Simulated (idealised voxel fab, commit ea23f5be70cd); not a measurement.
Process module under the name voxel trench capacitor
The cross-section shown here is cut; it is 270 nm wide and divided into square cells measuring 5 nm on a side.
How to read a cross-section here: the picture is a grid of square cells, written as bands going from the top down, and any band can span one or more rows of cells. Within each band entry, the heights of the top and of the bottom of the band appear first, in that order and in nm; the materials of the band then follow from left to right, each with its corresponding width in nm. The designation "edge to edge" on a single material indicates that it fills the band from edge to edge; the designation "air" indicates empty space. Height 0 is the level under which the wafer as received is all one material. The lowest band goes on downwards, as in "0 down". Width "30->40": first value at the band's top row of cells, second value at its bottom row, equal change from row to row. "no alterations made" (step): cross-section cells unchanged, all of them. "Sealed cavities" contains a list of empty spaces, each no smaller than 8 cells and without an open way to the top, written in the form width x height at distance with the distance from the left edge and all three in nm. If you see something after the settings on a step's line, that's the simulator's own remark about that step. For masked steps, "overlay nm" on the step line gives how far right of plan the mask actually lay; a minus sign means it lay to the left.
These are the steps we planned for the process
1: RECEIVE,material Si
2: CONFORMAL_DEP,material SiN,thk nm 5
3: DIRECTIONAL_DEP,material aC,thk nm 15
4: PATTERN,tone open,mask id TRENCH,material resist,width nm 25,pitch nm 45,thk nm 35,overlay nm 0
5: DIRECTIONAL_ETCH,etch materials aC,depth nm 15
6: STRIP,etch materials resist
7: DIRECTIONAL_ETCH,etch materials SiN,depth nm 5
8: DIRECTIONAL_ETCH,etch materials Si,depth nm 25
9: STRIP,etch materials aC
10: CONFORMAL_DEP,material Al2O3,thk nm 5
11: FILL_DEP,material polySi,thk nm 5
12: CMP,height nm 5
As-received state of the wafer in cross-section, equivalent to post-step 1
- 0 down: Si edge to edge
- Sealed cavities: none
End-of-module cross-section. Starting structure and process plan as above; one mistake made in running it
- 5 to 0: 105 of SiN, 5 of Al2O3, 5 of polySi, 5 of Al2O3, 30 of SiN, 5 of Al2O3, 5 of polySi, 5 of Al2O3, 105 of SiN
- 0 to -20: 105 of Si, 5 of Al2O3, 5 of polySi, 5 of Al2O3, 30 of Si, 5 of Al2O3, 5 of polySi, 5 of Al2O3, 105 of Si
- -20 to -25: 105 of Si, 15 of Al2O3, 30 of Si, 15 of Al2O3, 105 of Si
- -25 down: Si edge to edge
- Sealed cavities: none
Finding, execution versus plan: step 4 off recipe, ran as PATTERN,tone open,mask id TRENCH,material resist,width nm 15,pitch nm 45,thk nm 35,overlay nm 0
